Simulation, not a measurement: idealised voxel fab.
Module name: voxel trench capacitor (process module)
It is cross-section cut that appears here, measuring 200 nm in width, its square cells being 5 nm in size.
Cross-section spec: square-cell grid; bands listed top down; each band is one or more rows.
Top height, bottom height, nm. Materials left to right, width each, nm. Single material + "throughout" = fills band edge to edge. "empty" = empty.
The level at which height equals 0 is the one under which the wafer, as it arrives, is entirely one material. No lower edge exists for the bottom band, which continues downward and is notated as in "0 nm and below".
The two numbers in a width such as "30 to 40" mark its ends across the band: the first belongs to the top row of cells, the second to the bottom row, and from each row to the next the width moves by the same amount.
Basically "identical to before" means that step didn't change any cell in the cross-section.
"Fully enclosed voids" means: voids of 8 cells or more that are shut off from the top with no open way through. Written width x height at distance, distance from the left edge, in nm.
Anything after a step's settings on that line? It's the simulator's own note about the step.
A step's line can hold "overlay nm"; with a mask on that step, the setting says how far right of the planned place the mask lay, while a negative setting says it lay to the left.
THE STEPS PLANNED FOR THE PROCESS ARE AS FOLLOWS
1 RECEIVE: material Si
2 CONFORMAL_DEP: material SiN, thk nm 10
3 DIRECTIONAL_DEP: material aC, thk nm 10
4 PATTERN: tone open, mask id TRENCH, material resist, width nm 25, pitch nm 45, thk nm 30, overlay nm 0
5 DIRECTIONAL_ETCH: etch materials aC, depth nm 10
6 STRIP: etch materials resist
7 DIRECTIONAL_ETCH: etch materials SiN, depth nm 10
8 DIRECTIONAL_ETCH: etch materials Si, depth nm 35
9 STRIP: etch materials aC
10 CONFORMAL_DEP: material SiO2, thk nm 5
11 FILL_DEP: material polySi, thk nm 10
12 CMP: height nm 10
WHAT FOLLOWS COVERS THE FIRST OF TWO WAFERS; IT RAN AS PLANNED
CROSS-SECTION, INCOMING MATERIAL, AFTER STEP 1
> 0 nm and below | Si throughout
> Fully enclosed voids: none
STATE OF THE WAFER AFTER STEP 2, SHOWN IN CROSS-SECTION
> 10 nm to 0 nm | SiN throughout
> Below 0, no change.
STATE OF THE WAFER AFTER STEP 3, SHOWN IN CROSS-SECTION
> 20 nm to 10 nm | aC throughout
> Below 10, no change.
STATE OF THE WAFER AFTER STEP 4, SHOWN IN CROSS-SECTION
> 50 nm to 20 nm | resist: 20; empty: 25; resist: 20; empty: 25; resist: 20; empty: 25; resist: 20; empty: 25; resist: 20
> Below 20, no change.
STATE OF THE WAFER AFTER STEP 5, SHOWN IN CROSS-SECTION
> 40 nm to 20 nm | resist: 20; empty: 25; resist: 20; empty: 25; resist: 20; empty: 25; resist: 20; empty: 25; resist: 20
> 20 nm to 10 nm | aC: 20; empty: 25; aC: 20; empty: 25; aC: 20; empty: 25; aC: 20; empty: 25; aC: 20
> Below 10, no change.
STATE OF THE WAFER AFTER STEP 6, SHOWN IN CROSS-SECTION
> 20 nm to 10 nm | aC: 20; empty: 25; aC: 20; empty: 25; aC: 20; empty: 25; aC: 20; empty: 25; aC: 20
> Below 10, no change.
STATE OF THE WAFER AFTER STEP 7, SHOWN IN CROSS-SECTION
> 20 nm to 10 nm | aC: 20; empty: 25; aC: 20; empty: 25; aC: 20; empty: 25; aC: 20; empty: 25; aC: 20
> 10 nm to 0 nm | SiN: 20; empty: 25; SiN: 20; empty: 25; SiN: 20; empty: 25; SiN: 20; empty: 25; SiN: 20
> Below 0, no change.
STATE OF THE WAFER AFTER STEP 8, SHOWN IN CROSS-SECTION
> 20 nm to 10 nm | aC: 20; empty: 25; aC: 20; empty: 25; aC: 20; empty: 25; aC: 20; empty: 25; aC: 20
> 10 nm to 0 nm | SiN: 20; empty: 25; SiN: 20; empty: 25; SiN: 20; empty: 25; SiN: 20; empty: 25; SiN: 20
> 0 nm to -35 nm | Si: 20; empty: 25; Si: 20; empty: 25; Si: 20; empty: 25; Si: 20; empty: 25; Si: 20
> Below -35, no change.
STATE OF THE WAFER AFTER STEP 9, SHOWN IN CROSS-SECTION
> 10 nm to 0 nm | SiN: 20; empty: 25; SiN: 20; empty: 25; SiN: 20; empty: 25; SiN: 20; empty: 25; SiN: 20
> Below 0, no change.
STATE OF THE WAFER AFTER STEP 10, SHOWN IN CROSS-SECTION
> 15 nm to 10 nm | SiO2: 25; empty: 15; SiO2: 30; empty: 15; SiO2: 30; empty: 15; SiO2: 30; empty: 15; SiO2: 25
> 10 nm to 0 nm | SiN: 20; SiO2: 5; empty: 15; SiO2: 5; SiN: 20; SiO2: 5; empty: 15; SiO2: 5; SiN: 20; SiO2: 5; empty: 15; SiO2: 5; SiN: 20; SiO2: 5; empty: 15; SiO2: 5; SiN: 20
> 0 nm to -30 nm | Si: 20; SiO2: 5; empty: 15; SiO2: 5; Si: 20; SiO2: 5; empty: 15; SiO2: 5; Si: 20; SiO2: 5; empty: 15; SiO2: 5; Si: 20; SiO2: 5; empty: 15; SiO2: 5; Si: 20
> -30 nm to -35 nm | Si: 20; SiO2: 25; Si: 20; SiO2: 25; Si: 20; SiO2: 25; Si: 20; SiO2: 25; Si: 20
> Below -35, no change.
STATE OF THE WAFER AFTER STEP 11, SHOWN IN CROSS-SECTION
> 25 nm to 15 nm | polySi throughout
> 15 nm to 10 nm | SiO2: 25; polySi: 15; SiO2: 30; polySi: 15; SiO2: 30; polySi: 15; SiO2: 30; polySi: 15; SiO2: 25
> 10 nm to 0 nm | SiN: 20; SiO2: 5; polySi: 15; SiO2: 5; SiN: 20; SiO2: 5; polySi: 15; SiO2: 5; SiN: 20; SiO2: 5; polySi: 15; SiO2: 5; SiN: 20; SiO2: 5; polySi: 15; SiO2: 5; SiN: 20
> 0 nm to -30 nm | Si: 20; SiO2: 5; polySi: 15; SiO2: 5; Si: 20; SiO2: 5; polySi: 15; SiO2: 5; Si: 20; SiO2: 5; polySi: 15; SiO2: 5; Si: 20; SiO2: 5; polySi: 15; SiO2: 5; Si: 20
> Below -30, no change.
STATE OF THE WAFER AFTER STEP 12, SHOWN IN CROSS-SECTION
> 10 nm to 0 nm | SiN: 20; SiO2: 5; polySi: 15; SiO2: 5; SiN: 20; SiO2: 5; polySi: 15; SiO2: 5; SiN: 20; SiO2: 5; polySi: 15; SiO2: 5; SiN: 20; SiO2: 5; polySi: 15; SiO2: 5; SiN: 20
> Below 0, no change.
SECOND OF TWO: SAME START, SAME PLAN, ONE RUN ERROR; STEPS UP TO AND INCLUDING 3 MATCH THE FIRST
THE SECOND WAFER CUT THROUGH, AT THE TIME STEP 4 WAS SUPPOSED TO BE FINISHED
> 50 nm to 20 nm | resist: 15; empty: 25; resist: 20; empty: 25; resist: 20; empty: 25; resist: 20; empty: 25; resist: 25
> Below 20, no change.
THE SECOND WAFER CUT THROUGH, AT THE TIME STEP 5 WAS SUPPOSED TO BE FINISHED
> 40 nm to 20 nm | resist: 15; empty: 25; resist: 20; empty: 25; resist: 20; empty: 25; resist: 20; empty: 25; resist: 25
> 20 nm to 10 nm | aC: 15; empty: 25; aC: 20; empty: 25; aC: 20; empty: 25; aC: 20; empty: 25; aC: 25
> Below 10, no change.
THE SECOND WAFER CUT THROUGH, AT THE TIME STEP 6 WAS SUPPOSED TO BE FINISHED
> 20 nm to 10 nm | aC: 15; empty: 25; aC: 20; empty: 25; aC: 20; empty: 25; aC: 20; empty: 25; aC: 25
> Below 10, no change.
THE SECOND WAFER CUT THROUGH, AT THE TIME STEP 7 WAS SUPPOSED TO BE FINISHED
> 20 nm to 10 nm | aC: 15; empty: 25; aC: 20; empty: 25; aC: 20; empty: 25; aC: 20; empty: 25; aC: 25
> 10 nm to 0 nm | SiN: 15; empty: 25; SiN: 20; empty: 25; SiN: 20; empty: 25; SiN: 20; empty: 25; SiN: 25
> Below 0, no change.
THE SECOND WAFER CUT THROUGH, AT THE TIME STEP 8 WAS SUPPOSED TO BE FINISHED
> 20 nm to 10 nm | aC: 15; empty: 25; aC: 20; empty: 25; aC: 20; empty: 25; aC: 20; empty: 25; aC: 25
> 10 nm to 0 nm | SiN: 15; empty: 25; SiN: 20; empty: 25; SiN: 20; empty: 25; SiN: 20; empty: 25; SiN: 25
> 0 nm to -35 nm | Si: 15; empty: 25; Si: 20; empty: 25; Si: 20; empty: 25; Si: 20; empty: 25; Si: 25
> Below -35, no change.
THE SECOND WAFER CUT THROUGH, AT THE TIME STEP 9 WAS SUPPOSED TO BE FINISHED
> 10 nm to 0 nm | SiN: 15; empty: 25; SiN: 20; empty: 25; SiN: 20; empty: 25; SiN: 20; empty: 25; SiN: 25
> Below 0, no change.
THE SECOND WAFER CUT THROUGH, AT THE TIME STEP 10 WAS SUPPOSED TO BE FINISHED
> 15 nm to 10 nm | SiO2: 20; empty: 15; SiO2: 30; empty: 15; SiO2: 30; empty: 15; SiO2: 30; empty: 15; SiO2: 30
> 10 nm to 0 nm | SiN: 15; SiO2: 5; empty: 15; SiO2: 5; SiN: 20; SiO2: 5; empty: 15; SiO2: 5; SiN: 20; SiO2: 5; empty: 15; SiO2: 5; SiN: 20; SiO2: 5; empty: 15; SiO2: 5; SiN: 25
> 0 nm to -30 nm | Si: 15; SiO2: 5; empty: 15; SiO2: 5; Si: 20; SiO2: 5; empty: 15; SiO2: 5; Si: 20; SiO2: 5; empty: 15; SiO2: 5; Si: 20; SiO2: 5; empty: 15; SiO2: 5; Si: 25
> -30 nm to -35 nm | Si: 15; SiO2: 25; Si: 20; SiO2: 25; Si: 20; SiO2: 25; Si: 20; SiO2: 25; Si: 25
> Below -35, no change.
THE SECOND WAFER CUT THROUGH, AT THE TIME STEP 11 WAS SUPPOSED TO BE FINISHED
> 25 nm to 15 nm | polySi throughout
> 15 nm to 10 nm | SiO2: 20; polySi: 15; SiO2: 30; polySi: 15; SiO2: 30; polySi: 15; SiO2: 30; polySi: 15; SiO2: 30
> 10 nm to 0 nm | SiN: 15; SiO2: 5; polySi: 15; SiO2: 5; SiN: 20; SiO2: 5; polySi: 15; SiO2: 5; SiN: 20; SiO2: 5; polySi: 15; SiO2: 5; SiN: 20; SiO2: 5; polySi: 15; SiO2: 5; SiN: 25
> 0 nm to -30 nm | Si: 15; SiO2: 5; polySi: 15; SiO2: 5; Si: 20; SiO2: 5; polySi: 15; SiO2: 5; Si: 20; SiO2: 5; polySi: 15; SiO2: 5; Si: 20; SiO2: 5; polySi: 15; SiO2: 5; Si: 25
> Below -30, no change.
THE SECOND WAFER CUT THROUGH, AT THE TIME STEP 12 WAS SUPPOSED TO BE FINISHED
> 10 nm to 0 nm | SiN: 15; SiO2: 5; polySi: 15; SiO2: 5; SiN: 20; SiO2: 5; polySi: 15; SiO2: 5; SiN: 20; SiO2: 5; polySi: 15; SiO2: 5; SiN: 20; SiO2: 5; polySi: 15; SiO2: 5; SiN: 25
> Below 0, no change.
Run error: planned and actual differ for step 4; actual: PATTERN: tone open, mask id TRENCH, material resist, width nm 25, pitch nm 45, thk nm 30, overlay nm -5
Matching per-material cell counts, mismatched positions: that is how the second wafer compares with the first at the end.
